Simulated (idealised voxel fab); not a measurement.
Herein follows the process module entitled voxel spacer lines.
Xsec cut, 170 nm wide, square cell size 5 nm.
A cross-section is written here as square cells arranged in a grid, and it is given in bands from the top down, each band taking up one or more rows of cells.
Within each band entry, the heights of the top and of the bottom of the band appear first, in that order and in nm; the materials of the band then follow from left to right, each with its corresponding width in nm. The designation "full width" on a single material indicates that it fills the band from edge to edge; the designation "empty" indicates empty space.
Heights from 0 (as-received wafer is one material below). Bottom band endless downward, as "top 0, no bottom".
The notation "30 to 40" denotes a width that varies across the rows of cells in the band, beginning at the first number in the top row, finishing at the second number in the bottom row, and changing by an identical amount from each row to the next.
No cell of the cross-section changed in a step that is given as "changes: none".
Listed in "Enclosed internal cavities": every empty space of 8 or more cells without an open way to the top. Form: width x height at distance, the distance being from the left edge, all in nm.
It should be noted that, on the line of a given step, the content following the step's settings is a remark produced by the simulator itself with respect to that step.
overlay nm: right-of-plan distance of the mask on a masked step; negative values mean left-of-plan.
INTENDED PROCESS STEPS
1,RECEIVE [material Si]
2,CONFORMAL_DEP [material Al2O3] [thk nm 10]
3,DIRECTIONAL_DEP [material TiN] [thk nm 10]
4,DIRECTIONAL_DEP [material polySi] [thk nm 25]
5,PATTERN [tone cover] [mask id MANDREL] [material resist] [width nm 15] [pitch nm 60] [thk nm 35] [overlay nm 0]
6,DIRECTIONAL_ETCH [etch materials polySi] [depth nm 25]
7,STRIP [etch materials resist]
8,CONFORMAL_DEP [material SiO2] [thk nm 15]
9,DIRECTIONAL_ETCH [etch materials SiO2] [depth nm 15]
10,STRIP [etch materials polySi]
11,DIRECTIONAL_ETCH [etch materials TiN] [depth nm 10]
12,STRIP [etch materials SiO2]
13,FILL_DEP [material lowk] [thk nm 5]
14,CMP [height nm 20]
The plan shows the width nm of step 5 as the first wafer had it; this setting differs between the wafers, which start out alike.
FIRST WAFER AS RECEIVED, AFTER STEP 1
* top 0, no bottom = Si full width
* Enclosed internal cavities: none
QUICK LOOK AT THE CROSS-SECTION OF THE FIRST OF SEVERAL WAFERS AFTER STEP 14, WHICH WRAPS UP THE MODULE
* top 20, bottom 10 = lowk (30) / TiN (15) / lowk (15) / TiN (15) / lowk (15) / TiN (15) / lowk (15) / TiN (15) / lowk (35)
* top 10, bottom 0 = Al2O3 full width
* top 0, no bottom = Si full width
* Enclosed internal cavities: none
CROSS-SECTIONAL DEPICTION OF THE LAST OF SEVERAL WAFERS UPON COMPLETION OF THE MODULE
* top 20, bottom 10 = lowk (25) / TiN (15) / lowk (30) / TiN (30) / lowk (30) / TiN (15) / lowk (25)
* top 10, bottom 0 = Al2O3 full width
* top 0, no bottom = Si full width
* Enclosed internal cavities: none
BELOW, A ROW FOR EVERY WAFER. READ IT AS THE END-OF-MODULE PICTURE: FOR EACH MATERIAL THE WAFER SHOWS ITS CELLS GAINED (+) OR LOST (-) SINCE IT WAS RECEIVED, AND THEN ITS CLOSED VOIDS
width nm 15, +68 Al2O3, +24 TiN, +44 lowk, Enclosed internal cavities: none
width nm 20, +68 Al2O3, +24 TiN, +44 lowk, Enclosed internal cavities: none
width nm 25, +68 Al2O3, +24 TiN, +44 lowk, Enclosed internal cavities: none
width nm 30, +68 Al2O3, +24 TiN, +44 lowk, Enclosed internal cavities: none
